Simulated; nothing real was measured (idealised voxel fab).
Process module, titled voxel trench capacitor
Square cells of 5 nm make up the cross-section cut, whose width is 230 nm.
Square cells in a grid make up a cross-section in this document, and the grid is given as bands, listed from the top down, each one or more rows of cells.
Read a band's entry like this: the first values are the height of its top and the height of its bottom in nm, and what follows is the sequence of materials from left to right, each with its width in nm. Note that "air" is empty space, and that a single material marked "everywhere" reaches across the band from edge to edge.
Heights are reckoned from 0. Under this level, the received wafer is all of one material. The bottommost band is open-ended downward, for example "0 -> down".
Read "30..40" as a graded width: first number on top, second number at the bottom, same change between each pair of neighbouring rows.
Given "no alteration" for a step, no cell of the cross-section differs between before and after that step.
The list in "Entrapped void list" covers empty spaces of 8 cells or more that cannot reach the top through any open way, and it gives each as width x height at distance; the distance is from the left edge, and width, height and distance are in nm.
Note: text after step settings on the step line = simulator remark on that step.
The optional step-line setting "overlay nm" applies to steps with a mask and quantifies how far to the right of its planned location the mask lay, a negative value indicating leftward placement.
# Planned step list for the process
- 1: RECEIVE [material Si]
- 2: CONFORMAL_DEP [material SiN] [thk nm 5]
- 3: MASKED_ETCH [tone open] [mask id TRENCH] [width nm 15] [pitch nm 30] [etch materials SiN] [depth nm 5] [overlay nm -15]
- 4: MASKED_ETCH [tone open] [mask id TRENCH] [width nm 15] [pitch nm 30] [etch materials Si] [depth nm 35] [overlay nm 0]
- 5: CONFORMAL_DEP [material Al2O3] [thk nm 5]
- 6: FILL_DEP [material polySi] [thk nm 5]
- 7: CMP [height nm 5]
Wafer-to-wafer difference: overlay nm, step 3. Common start. Plan = first wafer's value.
# Cross-section of the first incoming wafer of several, state after step 1
> 0 -> down  Si everywhere
> Entrapped void list: none
# What follows is a table in which each wafer occupies a row; for the wafer as it stands at the close of the module, the row states, material by material, how many cells have been gained (+) or lost (-) since receipt, and then gives its closed voids
overlay nm -15, +12 Al2O3, +34 SiN, Entrapped void list: none
overlay nm -10, +40 Al2O3, -28 Si, +34 SiN, Entrapped void list: none
overlay nm -5, +68 Al2O3, -56 Si, +34 SiN, Entrapped void list: none
overlay nm 0, +68 Al2O3, -84 Si, +34 SiN, +28 polySi, Entrapped void list: none
overlay nm 5, +68 Al2O3, -56 Si, +34 SiN, Entrapped void list: none
overlay nm 10, +40 Al2O3, -28 Si, +34 SiN, Entrapped void list: none
overlay nm 15, +12 Al2O3, +34 SiN, Entrapped void list: none
